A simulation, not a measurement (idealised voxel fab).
Title: Process Module voxel capacitor over wiring
cross-section cut | 210 nm wide | cells 5 nm
For the purposes of this document, a cross-section shall be understood as a grid of square cells, specified as bands listed in top-to-bottom order, each band consisting of one or more rows of cells. The band entry comprises the height of the band's top followed by the height of its bottom, expressed in nm, and subsequently the band's materials from left to right, each stated together with its width in nm. Where a single material is marked with the word "throughout", that material fills the band from edge to edge. The word "blank" represents empty space. Heights are expressed relative to 0, this being the level below which the as-received wafer comprises one material exclusively. The lowest band is unbounded in the downward direction and is denoted as in "0..down". Think of "30 to 40" as a width that walks from the first number to the second as you go down the band, top row to bottom row, taking equal-sized steps from row to row. Where a step carries "left unchanged", the cross-section came out of it unchanged, cell for cell. Heads up: "Enclosed void listing" only lists the empty pockets with no open path to the top that are 8 cells or more, and it writes them as width x height at distance, distance from the left edge, in nm. Post-settings text on a step line: simulator's own remark regarding the step. If you see "overlay nm" on a step's line and that step has a mask, it's telling you how far right of where it was planned the mask ended up; a negative number means it went left instead.

List of planned process steps:
1) RECEIVE with material Si
2) CONFORMAL_DEP with material SiO2, thk nm 10
3) CONFORMAL_DEP with material SiCN, thk nm 5
4) DIRECTIONAL_DEP with material lowk, thk nm 25
5) PATTERN with tone open, mask id METAL_1, material resist, width nm 25, pitch nm 90, thk nm 20, overlay nm 0
6) DIRECTIONAL_ETCH with etch materials lowk, depth nm 25
7) DIRECTIONAL_ETCH with etch materials SiCN, depth nm 5
8) STRIP with etch materials resist
9) CONFORMAL_DEP with material TiN, thk nm 5
10) FILL_DEP with material Ru, thk nm 10
11) CMP with height nm 40
12) CONFORMAL_DEP with material SiCN, thk nm 5
13) DIRECTIONAL_DEP with material SiO2, thk nm 20
14) PATTERN with tone open, mask id PLUG_1, material resist, width nm 15, thk nm 20, overlay nm 0
15) DIRECTIONAL_ETCH with etch materials SiO2, depth nm 20
16) DIRECTIONAL_ETCH with etch materials SiCN, depth nm 5
17) STRIP with etch materials resist
18) EPI with material Ru, thk nm 10
19) EPI with material Ru, thk nm 10
20) EPI with material Ru, thk nm 5
21) DIRECTIONAL_DEP with material TiN, thk nm 5
22) DIRECTIONAL_DEP with material Al2O3, thk nm 5
23) DIRECTIONAL_DEP with material TiN, thk nm 5
24) DIRECTIONAL_DEP with material aC, thk nm 15
25) PATTERN with tone cover, mask id UPPER_PLATE, material resist, width nm 70, thk nm 35, overlay nm 0
26) DIRECTIONAL_ETCH with etch materials aC, depth nm 15
27) STRIP with etch materials resist
28) DIRECTIONAL_ETCH with etch materials TiN, depth nm 5
29) DIRECTIONAL_ETCH with etch materials Al2O3, depth nm 5
30) STRIP with etch materials aC
31) DIRECTIONAL_DEP with material aC, thk nm 10
32) PATTERN with tone cover, mask id LOWER_PLATE, material resist, width nm 80, thk nm 25, overlay nm 0
33) DIRECTIONAL_ETCH with etch materials aC, depth nm 10
34) STRIP with etch materials resist
35) DIRECTIONAL_ETCH with etch materials TiN, depth nm 5
36) STRIP with etch materials aC
37) FILL_DEP with material SiO2, thk nm 20
38) CMP with height nm 95
39) PATTERN with tone open, mask id PLUG_2, material resist, width nm 15, thk nm 20, overlay nm 0
40) DIRECTIONAL_ETCH with etch materials SiO2, depth nm 15
41) STRIP with etch materials resist
42) CONFORMAL_DEP with material TiN, thk nm 5
43) FILL_DEP with material W, thk nm 10
44) CMP with height nm 95
45) CONFORMAL_DEP with material SiN, thk nm 5

So, the first of our two wafers, run just as we planned it:

As-received state of the wafer in cross-section, equivalent to post-step 1:
    0..down  Si throughout
    Enclosed void listing: none

Presented here is a cross-section of the wafer after step 2 has been performed:
    10..0  SiO2 throughout
    Unchanged below 0.

Presented here is a cross-section of the wafer after step 3 has been performed:
    15..10  SiCN throughout
    Unchanged below 10.

Presented here is a cross-section of the wafer after step 4 has been performed:
    40..15  lowk throughout
    Unchanged below 15.

Presented here is a cross-section of the wafer after step 5 has been performed:
    60..40  45 of resist | 25 of blank | 65 of resist | 25 of blank | 50 of resist
    Unchanged below 40.

Presented here is a cross-section of the wafer after step 6 has been performed:
    60..40  45 of resist | 25 of blank | 65 of resist | 25 of blank | 50 of resist
    40..15  45 of lowk | 25 of blank | 65 of lowk | 25 of blank | 50 of lowk
    Unchanged below 15.

Presented here is a cross-section of the wafer after step 7 has been performed:
    60..40  45 of resist | 25 of blank | 65 of resist | 25 of blank | 50 of resist
    40..15  45 of lowk | 25 of blank | 65 of lowk | 25 of blank | 50 of lowk
    15..10  45 of SiCN | 25 of blank | 65 of SiCN | 25 of blank | 50 of SiCN
    Unchanged below 10.

Presented here is a cross-section of the wafer after step 8 has been performed:
    40..15  45 of lowk | 25 of blank | 65 of lowk | 25 of blank | 50 of lowk
    Unchanged below 15.

Presented here is a cross-section of the wafer after step 9 has been performed:
    45..40  50 of TiN | 15 of blank | 75 of TiN | 15 of blank | 55 of TiN
    40..15  45 of lowk | 5 of TiN | 15 of blank | 5 of TiN | 65 of lowk | 5 of TiN | 15 of blank | 5 of TiN | 50 of lowk
    15..10  45 of SiCN | 25 of TiN | 65 of SiCN | 25 of TiN | 50 of SiCN
    Unchanged below 10.

Presented here is a cross-section of the wafer after step 10 has been performed:
    55..45  Ru throughout
    45..40  50 of TiN | 15 of Ru | 75 of TiN | 15 of Ru | 55 of TiN
    40..15  45 of lowk | 5 of TiN | 15 of Ru | 5 of TiN | 65 of lowk | 5 of TiN | 15 of Ru | 5 of TiN | 50 of lowk
    Unchanged below 15.

Presented here is a cross-section of the wafer after step 11 has been performed:
    40..15  45 of lowk | 5 of TiN | 15 of Ru | 5 of TiN | 65 of lowk | 5 of TiN | 15 of Ru | 5 of TiN | 50 of lowk
    Unchanged below 15.

Presented here is a cross-section of the wafer after step 12 has been performed:
    45..40  SiCN throughout
    Unchanged below 40.

Presented here is a cross-section of the wafer after step 13 has been performed:
    65..45  SiO2 throughout
    Unchanged below 45.

Presented here is a cross-section of the wafer after step 14 has been performed:
    85..65  55 of resist | 15 of blank | 140 of resist
    Unchanged below 65.

Presented here is a cross-section of the wafer after step 15 has been performed:
    85..65  55 of resist | 15 of blank | 140 of resist
    65..45  55 of SiO2 | 15 of blank | 140 of SiO2
    Unchanged below 45.

Presented here is a cross-section of the wafer after step 16 has been performed:
    85..65  55 of resist | 15 of blank | 140 of resist
    65..45  55 of SiO2 | 15 of blank | 140 of SiO2
    45..40  55 of SiCN | 15 of blank | 140 of SiCN
    Unchanged below 40.

Presented here is a cross-section of the wafer after step 17 has been performed:
    65..45  55 of SiO2 | 15 of blank | 140 of SiO2
    Unchanged below 45.

Presented here is a cross-section of the wafer after step 18 has been performed:
    65..50  55 of SiO2 | 15 of blank | 140 of SiO2
    50..45  55 of SiO2 | 15 of Ru | 140 of SiO2
    45..40  55 of SiCN | 15 of Ru | 140 of SiCN
    Unchanged below 40.

Presented here is a cross-section of the wafer after step 19 has been performed:
    65..60  55 of SiO2 | 15 of blank | 140 of SiO2
    60..45  55 of SiO2 | 15 of Ru | 140 of SiO2
    Unchanged below 45.

Presented here is a cross-section of the wafer after step 20 has been performed:
    65..45  55 of SiO2 | 15 of Ru | 140 of SiO2
    Unchanged below 45.

Presented here is a cross-section of the wafer after step 21 has been performed:
    70..65  TiN throughout
    Unchanged below 65.

Presented here is a cross-section of the wafer after step 22 has been performed:
    75..70  Al2O3 throughout
    Unchanged below 70.

Presented here is a cross-section of the wafer after step 23 has been performed:
    80..75  TiN throughout
    Unchanged below 75.

Presented here is a cross-section of the wafer after step 24 has been performed:
    95..80  aC throughout
    Unchanged below 80.

Presented here is a cross-section of the wafer after step 25 has been performed:
    130..95  55 of blank | 70 of resist | 85 of blank
    Unchanged below 95.

Presented here is a cross-section of the wafer after step 26 has been performed:
    115..95  55 of blank | 70 of resist | 85 of blank
    95..80  55 of blank | 70 of aC | 85 of blank
    Unchanged below 80.

Presented here is a cross-section of the wafer after step 27 has been performed:
    95..80  55 of blank | 70 of aC | 85 of blank
    Unchanged below 80.

Presented here is a cross-section of the wafer after step 28 has been performed:
    95..80  55 of blank | 70 of aC | 85 of blank
    80..75  55 of blank | 70 of TiN | 85 of blank
    Unchanged below 75.

Presented here is a cross-section of the wafer after step 29 has been performed:
    95..80  55 of blank | 70 of aC | 85 of blank
    80..75  55 of blank | 70 of TiN | 85 of blank
    75..70  55 of blank | 70 of Al2O3 | 85 of blank
    Unchanged below 70.

Presented here is a cross-section of the wafer after step 30 has been performed:
    80..75  55 of blank | 70 of TiN | 85 of blank
    Unchanged below 75.

Presented here is a cross-section of the wafer after step 31 has been performed:
    90..80  55 of blank | 70 of aC | 85 of blank
    80..75  55 of aC | 70 of TiN | 85 of aC
    75..70  55 of aC | 70 of Al2O3 | 85 of aC
    Unchanged below 70.

Presented here is a cross-section of the wafer after step 32 has been performed:
    115..90  50 of blank | 80 of resist | 80 of blank
    90..80  50 of blank | 5 of resist | 70 of aC | 5 of resist | 80 of blank
    Unchanged below 80.

Presented here is a cross-section of the wafer after step 33 has been performed:
    105..90  50 of blank | 80 of resist | 80 of blank
    90..80  50 of blank | 5 of resist | 70 of aC | 5 of resist | 80 of blank
    80..75  50 of blank | 5 of aC | 70 of TiN | 5 of aC | 80 of blank
    75..70  50 of blank | 5 of aC | 70 of Al2O3 | 5 of aC | 80 of blank
    Unchanged below 70.

Presented here is a cross-section of the wafer after step 34 has been performed:
    90..80  55 of blank | 70 of aC | 85 of blank
    Unchanged below 80.

Presented here is a cross-section of the wafer after step 35 has been performed:
    90..80  55 of blank | 70 of aC | 85 of blank
    80..75  50 of blank | 5 of aC | 70 of TiN | 5 of aC | 80 of blank
    75..70  50 of blank | 5 of aC | 70 of Al2O3 | 5 of aC | 80 of blank
    70..65  50 of blank | 80 of TiN | 80 of blank
    Unchanged below 65.

Presented here is a cross-section of the wafer after step 36 has been performed:
    80..75  55 of blank | 70 of TiN | 85 of blank
    75..70  55 of blank | 70 of Al2O3 | 85 of blank
    Unchanged below 70.

Presented here is a cross-section of the wafer after step 37 has been performed:
    100..80  SiO2 throughout
    80..75  55 of SiO2 | 70 of TiN | 85 of SiO2
    75..70  55 of SiO2 | 70 of Al2O3 | 85 of SiO2
    70..65  50 of SiO2 | 80 of TiN | 80 of SiO2
    Unchanged below 65.

Presented here is a cross-section of the wafer after step 38 has been performed:
    95..80  SiO2 throughout
    Unchanged below 80.

Presented here is a cross-section of the wafer after step 39 has been performed:
    115..95  65 of resist | 15 of blank | 130 of resist
    Unchanged below 95.

Presented here is a cross-section of the wafer after step 40 has been performed:
    115..95  65 of resist | 15 of blank | 130 of resist
    95..80  65 of SiO2 | 15 of blank | 130 of SiO2
    Unchanged below 80.

Presented here is a cross-section of the wafer after step 41 has been performed:
    95..80  65 of SiO2 | 15 of blank | 130 of SiO2
    Unchanged below 80.

Presented here is a cross-section of the wafer after step 42 has been performed:
    100..95  70 of TiN | 5 of blank | 135 of TiN
    95..85  65 of SiO2 | 5 of TiN | 5 of blank | 5 of TiN | 130 of SiO2
    85..75  65 to 55 of SiO2 | 15 to 70 of TiN | 130 to 85 of SiO2
    Unchanged below 75.

Presented here is a cross-section of the wafer after step 43 has been performed:
    110..100  W throughout
    100..95  70 of TiN | 5 of W | 135 of TiN
    95..85  65 of SiO2 | 5 of TiN | 5 of W | 5 of TiN | 130 of SiO2
    Unchanged below 85.

Presented here is a cross-section of the wafer after step 44 has been performed:
    95..85  65 of SiO2 | 5 of TiN | 5 of W | 5 of TiN | 130 of SiO2
    Unchanged below 85.

Presented here is a cross-section of the wafer after step 45 has been performed:
    100..95  SiN throughout
    Unchanged below 95.

Second Wafer (Identical Start and Plan, One Processing Error; Matches First Wafer Through Step 17):

Second wafer shown in cross-section at the time step 19 was slated to end:
    65..50  55 of SiO2 | 15 of blank | 140 of SiO2
    50..45  55 of SiO2 | 15 of Ru | 140 of SiO2
    45..40  55 of SiCN | 15 of Ru | 140 of SiCN
    Unchanged below 40.

Second wafer shown in cross-section at the time step 20 was slated to end:
    65..55  55 of SiO2 | 15 of blank | 140 of SiO2
    55..45  55 of SiO2 | 15 of Ru | 140 of SiO2
    Unchanged below 45.

Second wafer shown in cross-section at the time step 21 was slated to end:
    70..65  55 of TiN | 15 of blank | 140 of TiN
    65..60  55 of SiO2 | 15 of blank | 140 of SiO2
    60..55  55 of SiO2 | 15 of TiN | 140 of SiO2
    Unchanged below 55.

Second wafer shown in cross-section at the time step 22 was slated to end:
    75..70  55 of Al2O3 | 15 of blank | 140 of Al2O3
    70..65  55 of TiN | 15 of blank | 140 of TiN
    65..60  55 of SiO2 | 15 of Al2O3 | 140 of SiO2
    Unchanged below 60.

Second wafer shown in cross-section at the time step 23 was slated to end:
    80..75  55 of TiN | 15 of blank | 140 of TiN
    75..70  55 of Al2O3 | 15 of blank | 140 of Al2O3
    70..65  TiN throughout
    Unchanged below 65.

Second wafer shown in cross-section at the time step 24 was slated to end:
    95..85  55 of aC | 15 of blank | 140 of aC
    85..80  aC throughout
    80..75  55 of TiN | 15 of aC | 140 of TiN
    75..70  55 of Al2O3 | 15 of aC | 140 of Al2O3
    Unchanged below 70.

Second wafer shown in cross-section at the time step 25 was slated to end:
    130..95  55 of blank | 70 of resist | 85 of blank
    95..85  55 of aC | 15 of resist | 140 of aC
    Unchanged below 85.

Second wafer shown in cross-section at the time step 26 was slated to end:
    115..95  55 of blank | 70 of resist | 85 of blank
    95..85  55 of blank | 15 of resist | 55 of aC | 85 of blank
    85..80  55 of blank | 70 of aC | 85 of blank
    Unchanged below 80.

Second wafer shown in cross-section at the time step 27 was slated to end:
    95..85  70 of blank | 55 of aC | 85 of blank
    Unchanged below 85.

Second wafer shown in cross-section at the time step 28 was slated to end:
    95..85  70 of blank | 55 of aC | 85 of blank
    85..80  55 of blank | 70 of aC | 85 of blank
    80..75  55 of blank | 15 of aC | 55 of TiN | 85 of blank
    Unchanged below 75.

Second wafer shown in cross-section at the time step 29 was slated to end:
    95..85  70 of blank | 55 of aC | 85 of blank
    85..80  55 of blank | 70 of aC | 85 of blank
    80..75  55 of blank | 15 of aC | 55 of TiN | 85 of blank
    75..70  55 of blank | 15 of aC | 55 of Al2O3 | 85 of blank
    Unchanged below 70.

Second wafer shown in cross-section at the time step 30 was slated to end:
    80..75  70 of blank | 55 of TiN | 85 of blank
    75..70  70 of blank | 55 of Al2O3 | 85 of blank
    Unchanged below 70.

Second wafer shown in cross-section at the time step 31 was slated to end:
    90..80  70 of blank | 55 of aC | 85 of blank
    80..75  70 of aC | 55 of TiN | 85 of aC
    75..70  70 of aC | 55 of Al2O3 | 85 of aC
    Unchanged below 70.

Second wafer shown in cross-section at the time step 32 was slated to end:
    115..90  50 of blank | 80 of resist | 80 of blank
    90..80  50 of blank | 20 of resist | 55 of aC | 5 of resist | 80 of blank
    Unchanged below 80.

Second wafer shown in cross-section at the time step 33 was slated to end:
    105..90  50 of blank | 80 of resist | 80 of blank
    90..80  50 of blank | 20 of resist | 55 of aC | 5 of resist | 80 of blank
    80..75  50 of blank | 20 of aC | 55 of TiN | 5 of aC | 80 of blank
    75..70  50 of blank | 20 of aC | 55 of Al2O3 | 5 of aC | 80 of blank
    Unchanged below 70.

Second wafer shown in cross-section at the time step 34 was slated to end:
    90..80  70 of blank | 55 of aC | 85 of blank
    Unchanged below 80.

Second wafer shown in cross-section at the time step 35 was slated to end:
    90..80  70 of blank | 55 of aC | 85 of blank
    80..75  50 of blank | 20 of aC | 55 of TiN | 5 of aC | 80 of blank
    75..70  50 of blank | 20 of aC | 55 of Al2O3 | 5 of aC | 80 of blank
    70..65  50 of blank | 80 of TiN | 80 of blank
    Unchanged below 65.

Second wafer shown in cross-section at the time step 36 was slated to end:
    80..75  70 of blank | 55 of TiN | 85 of blank
    75..70  70 of blank | 55 of Al2O3 | 85 of blank
    Unchanged below 70.

Second wafer shown in cross-section at the time step 37 was slated to end:
    100..80  SiO2 throughout
    80..75  70 of SiO2 | 55 of TiN | 85 of SiO2
    75..70  70 of SiO2 | 55 of Al2O3 | 85 of SiO2
    70..65  50 of SiO2 | 80 of TiN | 80 of SiO2
    Unchanged below 65.

Second wafer shown in cross-section at the time step 38 was slated to end:
    95..80  SiO2 throughout
    Unchanged below 80.

Second wafer shown in cross-section at the time step 39 was slated to end:
    115..95  65 of resist | 15 of blank | 130 of resist
    Unchanged below 95.

Second wafer shown in cross-section at the time step 40 was slated to end:
    115..95  65 of resist | 15 of blank | 130 of resist
    95..80  65 of SiO2 | 15 of blank | 130 of SiO2
    Unchanged below 80.

Second wafer shown in cross-section at the time step 41 was slated to end:
    95..80  65 of SiO2 | 15 of blank | 130 of SiO2
    Unchanged below 80.

Second wafer shown in cross-section at the time step 42 was slated to end:
    100..95  70 of TiN | 5 of blank | 135 of TiN
    95..85  65 of SiO2 | 5 of TiN | 5 of blank | 5 of TiN | 130 of SiO2
    85..75  65 to 70 of SiO2 | 15 to 55 of TiN | 130 to 85 of SiO2
    Unchanged below 75.

Second wafer shown in cross-section at the time step 43 was slated to end:
    110..100  W throughout
    100..95  70 of TiN | 5 of W | 135 of TiN
    95..85  65 of SiO2 | 5 of TiN | 5 of W | 5 of TiN | 130 of SiO2
    Unchanged below 85.

Second wafer shown in cross-section at the time step 44 was slated to end:
    95..85  65 of SiO2 | 5 of TiN | 5 of W | 5 of TiN | 130 of SiO2
    Unchanged below 85.

Second wafer shown in cross-section at the time step 45 was slated to end:
    100..95  SiN throughout
    Unchanged below 95.
Plan not followed: it is not possible to tell which of the identical steps 18 and 19 was omitted, only that one of them was
Wrapping up, a cell-based count of both wafers puts the second over or under the first for these materials: Ru -6, SiO2 +6
